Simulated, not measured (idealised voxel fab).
process module | voxel air gaps
cross-section cut | 215 nm wide | cells 5 nm
A cross-section is a grid of square cells, given in bands from the top down. A band is one or more rows of cells.
Each band's line starts with the height of the band's top and of its bottom, in nm. Then come its materials from left to right, each with its width in nm. One material with "throughout" fills the band from edge to edge. "air" is empty space.
Height 0 is the level under which the wafer as received is all one material. The lowest band goes on downwards, as in "0 down".
A width such as "30 to 40" changes by the same amount from each row of cells to the next, from the band's top row to its bottom row.
"no change" after a step means that no cell of the cross-section changed.
closed voids: empty space of 8 cells or more with no open way to the top, each as width x height at its distance from the left edge, in nm
after a step's settings: what the simulator itself notes on the step
overlay nm, on a step with a mask: how far to the right of its planned place the mask lay; to the left if negative
plan
1 op RECEIVE | material Si
2 op CONFORMAL_DEP | material SiO2 | thk nm 10
3 op CONFORMAL_DEP | material SiN | thk nm 5
4 op DIRECTIONAL_DEP | material lowk | thk nm 35
5 op DIRECTIONAL_DEP | material aC | thk nm 15
6 op PATTERN | tone open | mask id LINES | material resist | width nm 15 | pitch nm 45 | thk nm 35 | overlay nm 0
7 op DIRECTIONAL_ETCH | etch materials aC | depth nm 15
8 op STRIP | etch materials resist
9 op DIRECTIONAL_ETCH | etch materials lowk | depth nm 35
10 op STRIP | etch materials aC
11 op CONFORMAL_DEP | material TiN | thk nm 5
12 op FILL_DEP | material Ru | thk nm 10
13 op CMP | height nm 50
14 op EPI | material Ru | thk nm 10
15 op SELECTIVE_ETCH | etch materials lowk | depth nm 45
16 op CONFORMAL_DEP | material SiN | thk nm 5
first wafer, as planned
as received, after step 1
  0 down: Si throughout
  closed voids: none
after step 2
  10 to 0: SiO2 throughout
  below 0: unchanged
after step 3
  15 to 10: SiN throughout
  below 10: unchanged
after step 4
  50 to 15: lowk throughout
  below 15: unchanged
after step 5
  65 to 50: aC throughout
  below 50: unchanged
after step 6
  100 to 65: resist 55 | air 15 | resist 30 | air 15 | resist 30 | air 15 | resist 55
  below 65: unchanged
after step 7
  85 to 65: resist 55 | air 15 | resist 30 | air 15 | resist 30 | air 15 | resist 55
  65 to 50: aC 55 | air 15 | aC 30 | air 15 | aC 30 | air 15 | aC 55
  below 50: unchanged
after step 8
  65 to 50: aC 55 | air 15 | aC 30 | air 15 | aC 30 | air 15 | aC 55
  below 50: unchanged
after step 9
  65 to 50: aC 55 | air 15 | aC 30 | air 15 | aC 30 | air 15 | aC 55
  50 to 15: lowk 55 | air 15 | lowk 30 | air 15 | lowk 30 | air 15 | lowk 55
  below 15: unchanged
after step 10
  50 to 15: lowk 55 | air 15 | lowk 30 | air 15 | lowk 30 | air 15 | lowk 55
  below 15: unchanged
after step 11
  55 to 50: TiN 60 | air 5 | TiN 40 | air 5 | TiN 40 | air 5 | TiN 60
  50 to 20: lowk 55 | TiN 5 | air 5 | TiN 5 | lowk 30 | TiN 5 | air 5 | TiN 5 | lowk 30 | TiN 5 | air 5 | TiN 5 | lowk 55
  20 to 15: lowk 55 | TiN 15 | lowk 30 | TiN 15 | lowk 30 | TiN 15 | lowk 55
  below 15: unchanged
after step 12
  65 to 55: Ru throughout
  55 to 50: TiN 60 | Ru 5 | TiN 40 | Ru 5 | TiN 40 | Ru 5 | TiN 60
  50 to 20: lowk 55 | TiN 5 | Ru 5 | TiN 5 | lowk 30 | TiN 5 | Ru 5 | TiN 5 | lowk 30 | TiN 5 | Ru 5 | TiN 5 | lowk 55
  below 20: unchanged
after step 13
  50 to 20: lowk 55 | TiN 5 | Ru 5 | TiN 5 | lowk 30 | TiN 5 | Ru 5 | TiN 5 | lowk 30 | TiN 5 | Ru 5 | TiN 5 | lowk 55
  below 20: unchanged
after step 14
  60 to 50: air 45 | Ru 35 | air 10 | Ru 35 | air 10 | Ru 35 | air 45
  below 50: unchanged
after step 15
  60 to 50: air 45 | Ru 35 | air 10 | Ru 35 | air 10 | Ru 35 | air 45
  50 to 20: air 55 | TiN 5 | Ru 5 | TiN 5 | air 30 | TiN 5 | Ru 5 | TiN 5 | air 30 | TiN 5 | Ru 5 | TiN 5 | air 55
  20 to 15: air 55 | TiN 15 | air 30 | TiN 15 | air 30 | TiN 15 | air 55
  below 15: unchanged
after step 16
  65 to 60: air 40 | SiN 135 | air 40
  60 to 50: air 40 | SiN 5 | Ru 35 | SiN 10 | Ru 35 | SiN 10 | Ru 35 | SiN 5 | air 40
  50 to 45: air 40 | SiN 15 | TiN 5 | Ru 5 | TiN 5 | SiN 30 | TiN 5 | Ru 5 | TiN 5 | SiN 30 | TiN 5 | Ru 5 | TiN 5 | SiN 15 | air 40
  45 to 20: air 50 | SiN 5 | TiN 5 | Ru 5 | TiN 5 | SiN 5 | air 20 | SiN 5 | TiN 5 | Ru 5 | TiN 5 | SiN 5 | air 20 | SiN 5 | TiN 5 | Ru 5 | TiN 5 | SiN 5 | air 50
  20 to 15: SiN 55 | TiN 15 | SiN 30 | TiN 15 | SiN 30 | TiN 15 | SiN 55
  below 15: unchanged
  closed voids: 20 x 25 at 75; 20 x 25 at 120
second wafer: like start, like plan, one mistake. Through step 3 it matches the first wafer
when step 4 should have ended
  50 to 15: Ru throughout
  below 15: unchanged
when step 5 should have ended
  65 to 50: aC throughout
  below 50: unchanged
when step 6 should have ended
  100 to 65: resist 55 | air 15 | resist 30 | air 15 | resist 30 | air 15 | resist 55
  below 65: unchanged
when step 7 should have ended
  85 to 65: resist 55 | air 15 | resist 30 | air 15 | resist 30 | air 15 | resist 55
  65 to 50: aC 55 | air 15 | aC 30 | air 15 | aC 30 | air 15 | aC 55
  below 50: unchanged
when step 8 should have ended
  65 to 50: aC 55 | air 15 | aC 30 | air 15 | aC 30 | air 15 | aC 55
  below 50: unchanged
when step 9 should have ended: no change
when step 10 should have ended
  50 to 15: Ru throughout
  below 15: unchanged
when step 11 should have ended
  55 to 50: TiN throughout
  below 50: unchanged
when step 12 should have ended
  65 to 55: Ru throughout
  below 55: unchanged
when step 13 should have ended
  50 to 15: Ru throughout
  below 15: unchanged
when step 14 should have ended
  60 to 15: Ru throughout
  below 15: unchanged
when step 15 should have ended: no change
when step 16 should have ended
  65 to 60: SiN throughout
  below 60: unchanged
what went wrong: step 4 ran as: op DIRECTIONAL_DEP | material Ru | thk nm 35
at the end the second wafer has, in cells: 327 more of Ru | 78 fewer of SiN | 45 fewer of TiN
closed voids at the end (first wafer, second wafer): 2, 0
